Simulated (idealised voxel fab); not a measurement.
Process module, titled voxel trench capacitor
We display cut, a cross-section 245 nm in width whose square cells are each 5 nm.
Bands, listed from the top down, are how a cross-section gets written in this document; the cross-section itself is a grid of square cells, and a band is one or more rows of them. Heights first: top, then bottom, in nm. Then materials, left to right, each with a width in nm. "full width" on a single material: fills the band edge to edge. "air": empty space. Ref level 0: as-received wafer is one material below here. Bottom band extends down with no lower bound ("0 down"). Read "30->40" as a graded width: first number on top, second number at the bottom, same change between each pair of neighbouring rows. When a step is marked "same as before", none of the cells in the cross-section changed during that step. Heads up: "Fully sealed cavities" only lists the empty pockets with no open path to the top that are 8 cells or more, and it writes them as width x height at distance, distance from the left edge, in nm. If you see something after the settings on a step's line, that's the simulator's own remark about that step. On any step carrying a mask, the "overlay nm" setting, if present on the step's line, tells how far right of its planned place the mask lay; negative values point to the left.

PLANNED STEP LIST FOR THE PROCESS
step 1: op RECEIVE | material Si
step 2: op CONFORMAL_DEP | material SiN | thk nm 5
step 3: op PATTERN | tone open | mask id TRENCH | material resist | width nm 25 | pitch nm 45 | thk nm 20 | overlay nm -15
step 4: op DIRECTIONAL_ETCH | etch materials SiN | depth nm 5
step 5: op DIRECTIONAL_ETCH | etch materials Si | depth nm 35
step 6: op STRIP | etch materials resist
step 7: op CONFORMAL_DEP | material HfO2 | thk nm 5
step 8: op CONFORMAL_DEP | material TiN | thk nm 5
step 9: op FILL_DEP | material W | thk nm 5
step 10: op CMP | height nm 5
varied across the wafers: overlay nm of step 3. The plan shows the first wafer's value. All wafers start alike

FIRST WAFER AS RECEIVED, AFTER STEP 1
    0 down: Si full width
    Fully sealed cavities: none

TAKE A LOOK AT THE FIRST OF SEVERAL WAFERS IN CROSS-SECTION: THE MODULE IS DONE, AND STEP 10 WAS ITS LAST STEP
    5 to 0: SiN 50 nm / HfO2 5 nm / TiN 5 nm / W 5 nm / TiN 5 nm / HfO2 5 nm / SiN 20 nm / HfO2 5 nm / TiN 5 nm / W 5 nm / TiN 5 nm / HfO2 5 nm / SiN 20 nm / HfO2 5 nm / TiN 5 nm / W 5 nm / TiN 5 nm / HfO2 5 nm / SiN 80 nm
    0 to -25: Si 50 nm / HfO2 5 nm / TiN 5 nm / W 5 nm / TiN 5 nm / HfO2 5 nm / Si 20 nm / HfO2 5 nm / TiN 5 nm / W 5 nm / TiN 5 nm / HfO2 5 nm / Si 20 nm / HfO2 5 nm / TiN 5 nm / W 5 nm / TiN 5 nm / HfO2 5 nm / Si 80 nm
    -25 to -30: Si 50 nm / HfO2 5 nm / TiN 15 nm / HfO2 5 nm / Si 20 nm / HfO2 5 nm / TiN 15 nm / HfO2 5 nm / Si 20 nm / HfO2 5 nm / TiN 15 nm / HfO2 5 nm / Si 80 nm
    -30 to -35: Si 50 nm / HfO2 25 nm / Si 20 nm / HfO2 25 nm / Si 20 nm / HfO2 25 nm / Si 80 nm
    -35 down: Si full width
    Fully sealed cavities: none

A CROSS-SECTION THROUGH THE LAST WAFER AT THE CLOSE OF THE MODULE
    5 to 0: SiN 80 nm / HfO2 5 nm / TiN 5 nm / W 5 nm / TiN 5 nm / HfO2 5 nm / SiN 20 nm / HfO2 5 nm / TiN 5 nm / W 5 nm / TiN 5 nm / HfO2 5 nm / SiN 20 nm / HfO2 5 nm / TiN 5 nm / W 5 nm / TiN 5 nm / HfO2 5 nm / SiN 50 nm
    0 to -25: Si 80 nm / HfO2 5 nm / TiN 5 nm / W 5 nm / TiN 5 nm / HfO2 5 nm / Si 20 nm / HfO2 5 nm / TiN 5 nm / W 5 nm / TiN 5 nm / HfO2 5 nm / Si 20 nm / HfO2 5 nm / TiN 5 nm / W 5 nm / TiN 5 nm / HfO2 5 nm / Si 50 nm
    -25 to -30: Si 80 nm / HfO2 5 nm / TiN 15 nm / HfO2 5 nm / Si 20 nm / HfO2 5 nm / TiN 15 nm / HfO2 5 nm / Si 20 nm / HfO2 5 nm / TiN 15 nm / HfO2 5 nm / Si 50 nm
    -30 to -35: Si 80 nm / HfO2 25 nm / Si 20 nm / HfO2 25 nm / Si 20 nm / HfO2 25 nm / Si 50 nm
    -35 down: Si full width
    Fully sealed cavities: none

BASICALLY EACH WAFER GETS A LINE IN THE TABLE, SHOWING IT AT THE END OF THE MODULE: MATERIAL BY MATERIAL, THE CELLS IT GAINED (+) OR LOST (-) SINCE WE GOT IT, THEN ITS CLOSED VOIDS
overlay nm -15; +57 HfO2; -105 Si; +34 SiN; +45 TiN; +18 W; Fully sealed cavities: none
overlay nm -10; +57 HfO2; -105 Si; +34 SiN; +45 TiN; +18 W; Fully sealed cavities: none
overlay nm -5; +57 HfO2; -105 Si; +34 SiN; +45 TiN; +18 W; Fully sealed cavities: none
overlay nm 0; +57 HfO2; -105 Si; +34 SiN; +45 TiN; +18 W; Fully sealed cavities: none
overlay nm 5; +57 HfO2; -105 Si; +34 SiN; +45 TiN; +18 W; Fully sealed cavities: none
overlay nm 10; +57 HfO2; -105 Si; +34 SiN; +45 TiN; +18 W; Fully sealed cavities: none
overlay nm 15; +57 HfO2; -105 Si; +34 SiN; +45 TiN; +18 W; Fully sealed cavities: none
